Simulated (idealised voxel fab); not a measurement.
process module | voxel transistor to metal
cross-section cut | 300 nm wide | cells 5 nm
A cross-section is a grid of square cells, given in bands from the top down. A band is one or more rows of cells.
Each band's line starts with the height of the band's top and of its bottom, in nm. Then come its materials from left to right, each with its width in nm. One material with "throughout" fills the band from edge to edge. "air" is empty space.
Height 0 is the level under which the wafer as received is all one material. The lowest band goes on downwards, as in "0 down".
A width such as "30 to 40" changes by the same amount from each row of cells to the next, from the band's top row to its bottom row.
"no change" after a step means that no cell of the cross-section changed.
closed voids: empty space of 8 cells or more with no open way to the top, each as width x height at its distance from the left edge, in nm
after a step's settings: what the simulator itself notes on the step
overlay nm, on a step with a mask: how far to the right of its planned place the mask lay; to the left if negative
plan
1 op RECEIVE | material Si
2 op OXIDIZE | depth nm 5
3 op CONFORMAL_DEP | material SiN | thk nm 10
4 op MASKED_ETCH | tone cover | mask id ACTIVE | width nm 110 | pitch nm 130 | etch materials SiN | depth nm 10 | overlay nm 0
5 op MASKED_ETCH | tone cover | mask id ACTIVE | width nm 110 | pitch nm 130 | etch materials SiO2 | depth nm 5 | overlay nm 0
6 op MASKED_ETCH | tone cover | mask id ACTIVE | width nm 110 | pitch nm 130 | etch materials Si | depth nm 10 | overlay nm 0
7 op FILL_DEP | material SiO2 | thk nm 5
8 op CMP | height nm 10
9 op SELECTIVE_ETCH | etch materials SiO2 | depth nm 10
10 op STRIP | etch materials SiN
11 op SELECTIVE_ETCH | etch materials SiO2 | depth nm 5
12 op OXIDIZE | depth nm 5
13 op DIRECTIONAL_DEP | material polySi | thk nm 20
14 op DIRECTIONAL_DEP | material SiCN | thk nm 10
15 op DIRECTIONAL_DEP | material aC | thk nm 15
16 op PATTERN | tone cover | mask id GATE | material resist | width nm 30 | pitch nm 130 | thk nm 30 | overlay nm 0
17 op DIRECTIONAL_ETCH | etch materials aC | depth nm 15
18 op STRIP | etch materials resist
19 op DIRECTIONAL_ETCH | etch materials SiCN | depth nm 20
20 op DIRECTIONAL_ETCH | etch materials polySi | depth nm 30
21 op STRIP | etch materials aC
22 op CONFORMAL_DEP | material SiO2 | thk nm 5
23 op DIRECTIONAL_ETCH | etch materials SiO2 | depth nm 5
24 op CONFORMAL_DEP | material SiN | thk nm 5
25 op DIRECTIONAL_ETCH | etch materials SiN | depth nm 5
26 op DIRECTIONAL_ETCH | etch materials SiO2 | depth nm 5
27 op DIRECTIONAL_ETCH | etch materials Si | depth nm 15
28 op EPI | material SiGe | thk nm 15
29 op FILL_DEP | material SiO2 | thk nm 10
30 op CMP | height nm 15
31 op STRIP | etch materials polySi
32 op SELECTIVE_ETCH | etch materials SiO2 | depth nm 5
33 op CONFORMAL_DEP | material HfO2 | thk nm 5
34 op CONFORMAL_DEP | material TiN | thk nm 5
35 op FILL_DEP | material W | thk nm 10
36 op CMP | height nm 10
37 op DIRECTIONAL_DEP | material SiO2 | thk nm 10
38 op MASKED_ETCH | tone open | mask id CONTACT | width nm 15 | etch materials SiO2 | depth nm 30 | overlay nm 0
39 op CONFORMAL_DEP | material TiN | thk nm 5
40 op FILL_DEP | material W | thk nm 5
41 op CMP | height nm 20
42 op CONFORMAL_DEP | material SiCN | thk nm 5
43 op DIRECTIONAL_DEP | material SiO2 | thk nm 15
44 op DIRECTIONAL_DEP | material aC | thk nm 15
45 op PATTERN | tone open | mask id METAL_1 | material resist | width nm 15 | thk nm 35 | overlay nm 0
46 op DIRECTIONAL_ETCH | etch materials aC | depth nm 15
47 op STRIP | etch materials resist
48 op DIRECTIONAL_ETCH | etch materials SiO2 | depth nm 15
49 op DIRECTIONAL_ETCH | etch materials SiCN | depth nm 5
50 op STRIP | etch materials aC
51 op CONFORMAL_DEP | material TiN | thk nm 5
52 op FILL_DEP | material W | thk nm 10
53 op CMP | height nm 40
54 op CONFORMAL_DEP | material SiN | thk nm 5
varied across the wafers: depth nm of step 6. The plan shows the first wafer's value. All wafers start alike
first wafer as received, after step 1
  0 down: Si throughout
  closed voids: none
each wafer at the end: cells of each material gained (+) or lost (-) since it was received, then its closed voids
depth nm 10 | +28 HfO2 | -208 Si | +48 SiCN | +148 SiGe | +72 SiN | +328 SiO2 | +88 TiN | +36 W | closed voids: none
depth nm 15 | +28 HfO2 | -224 Si | +48 SiCN | +124 SiGe | +72 SiN | +364 SiO2 | +92 TiN | +36 W | closed voids: none
depth nm 20 | +28 HfO2 | -240 Si | +48 SiCN | +108 SiGe | +72 SiN | +392 SiO2 | +96 TiN | +36 W | closed voids: none
depth nm 25 | +28 HfO2 | -256 Si | +48 SiCN | +108 SiGe | +72 SiN | +408 SiO2 | +96 TiN | +36 W | closed voids: none
depth nm 30 | +28 HfO2 | -272 Si | +48 SiCN | +108 SiGe | +72 SiN | +424 SiO2 | +96 TiN | +36 W | closed voids: none
depth nm 35 | +28 HfO2 | -288 Si | +48 SiCN | +108 SiGe | +72 SiN | +440 SiO2 | +96 TiN | +36 W | closed voids: none
